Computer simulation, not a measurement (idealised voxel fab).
process module | voxel released beams
cross-section cut | 205 nm wide | cells 5 nm
A cross-section is a grid of square cells, given in bands from the top down. A band is one or more rows of cells.
Each band's line starts with the height of the band's top and of its bottom, in nm. Then come its materials from left to right, each with its width in nm. One material with "throughout" fills the band from edge to edge. "air" is empty space.
Height 0 is the level under which the wafer as received is all one material. The lowest band goes on downwards, as in "0 down".
A width such as "30 to 40" changes by the same amount from each row of cells to the next, from the band's top row to its bottom row.
"no change" after a step means that no cell of the cross-section changed.
closed voids: empty space of 8 cells or more with no open way to the top, each as width x height at its distance from the left edge, in nm
after a step's settings: what the simulator itself notes on the step
overlay nm, on a step with a mask: how far to the right of its planned place the mask lay; to the left if negative
plan
1 op RECEIVE | material Si
2 op CONFORMAL_DEP | material SiN | thk nm 10
3 op DIRECTIONAL_DEP | material SiO2 | thk nm 15
4 op DIRECTIONAL_DEP | material aC | thk nm 10
5 op PATTERN | tone open | mask id ANCHOR | material resist | width nm 35 | thk nm 25 | overlay nm 0
6 op DIRECTIONAL_ETCH | etch materials aC | depth nm 10
7 op STRIP | etch materials resist
8 op DIRECTIONAL_ETCH | etch materials SiO2 | depth nm 15
9 op STRIP | etch materials aC
10 op CONFORMAL_DEP | material TiN | thk nm 15
11 op MASKED_ETCH | tone cover | mask id BEAM | width nm 80 | etch materials TiN | depth nm 15 | overlay nm -15
12 op STRIP | etch materials SiO2
varied across the wafers: overlay nm of step 11. The plan shows the first wafer's value. All wafers start alike
first wafer as received, after step 1
  0 down: Si throughout
  closed voids: none
each wafer at the end: cells of each material gained (+) or lost (-) since it was received, then its closed voids
overlay nm -15 | +82 SiN | +66 TiN | closed voids: none
overlay nm -10 | +82 SiN | +66 TiN | closed voids: none
overlay nm -5 | +82 SiN | +66 TiN | closed voids: none
overlay nm 0 | +82 SiN | +66 TiN | closed voids: none
overlay nm 5 | +82 SiN | +66 TiN | closed voids: none
overlay nm 10 | +82 SiN | +66 TiN | closed voids: none
overlay nm 15 | +82 SiN | +66 TiN | closed voids: none
